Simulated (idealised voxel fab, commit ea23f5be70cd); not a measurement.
The following is a process module called voxel self aligned contacts.
Cross-section cut spans 290 nm and uses square cells 5 nm in size.
Cross-section spec: square-cell grid; bands listed top down; each band is one or more rows. The entry gives the band's vertical extent as a top height and a bottom height in nm, then its horizontal make-up as materials from left to right, each with a width in nm. "blank" stands for empty space; a single material marked "full width" fills the band edge to edge. Note: height 0 marks the level under which the wafer is uniformly one material as received. Lowest band unbounded below, written "top 0, no bottom". Think of "30 to 40" as a width that walks from the first number to the second as you go down the band, top row to bottom row, taking equal-sized steps from row to row. Key: "nothing changed" - step with no changed cell in the cross-section. "Sealed cavities" contains a list of empty spaces, each no smaller than 8 cells and without an open way to the top, written in the form width x height at distance with the distance from the left edge and all three in nm. Read whatever lies past the settings on a step's line as the simulator's own remark about the step. The line of a step may include "overlay nm". On a step with a mask, this value is how far to the right of its planned place the mask lay. A negative value means the mask lay to the left.
## Process steps - plan
1) RECEIVE, material Si
2) CONFORMAL_DEP, material SiO2, thk nm 5
3) DIRECTIONAL_DEP, material polySi, thk nm 25
4) DIRECTIONAL_DEP, material SiN, thk nm 20
5) DIRECTIONAL_DEP, material aC, thk nm 10
6) PATTERN, tone cover, mask id GATE, material resist, width nm 35, pitch nm 80, thk nm 25, overlay nm 0
7) DIRECTIONAL_ETCH, etch materials aC, depth nm 10
8) STRIP, etch materials resist
9) DIRECTIONAL_ETCH, etch materials SiN, depth nm 20
10) DIRECTIONAL_ETCH, etch materials polySi, depth nm 25
11) STRIP, etch materials aC
12) CONFORMAL_DEP, material SiN, thk nm 10
13) DIRECTIONAL_ETCH, etch materials SiN, depth nm 10
14) FILL_DEP, material SiO2, thk nm 15
15) CMP, height nm 55
16) MASKED_ETCH, tone open, mask id CONTACT, width nm 65, pitch nm 80, etch materials SiO2, depth nm 55, overlay nm 0
17) CONFORMAL_DEP, material TiN, thk nm 5
18) FILL_DEP, material W, thk nm 5
19) CMP, height nm 55
20) CONFORMAL_DEP, material SiN, thk nm 5
## As-received state of the wafer in cross-section, equivalent to post-step 1
* top 0, no bottom  Si full width
* Sealed cavities: none
## Wafer cross-section at end of module: start and plan as shown above, one execution error
* top 60, bottom 55  SiN full width
* top 55, bottom 35  SiO2 35 nm / SiN 10 nm / polySi 35 nm / SiN 10 nm / TiN 5 nm / W 15 nm / TiN 5 nm / SiN 10 nm / polySi 35 nm / SiN 10 nm / TiN 5 nm / W 15 nm / TiN 5 nm / SiN 10 nm / polySi 35 nm / SiN 10 nm / SiO2 40 nm
* top 35, bottom 30  SiO2 35 nm / SiN 10 nm / polySi 35 nm / SiN 10 nm / TiN 25 nm / SiN 10 nm / polySi 35 nm / SiN 10 nm / TiN 25 nm / SiN 10 nm / polySi 35 nm / SiN 10 nm / SiO2 40 nm
* top 30, bottom 5  polySi full width
* top 5, bottom 0  SiO2 full width
* top 0, no bottom  Si full width
* Sealed cavities: none
So what did we get wrong on this run? execution of plan step 3 occurred twice
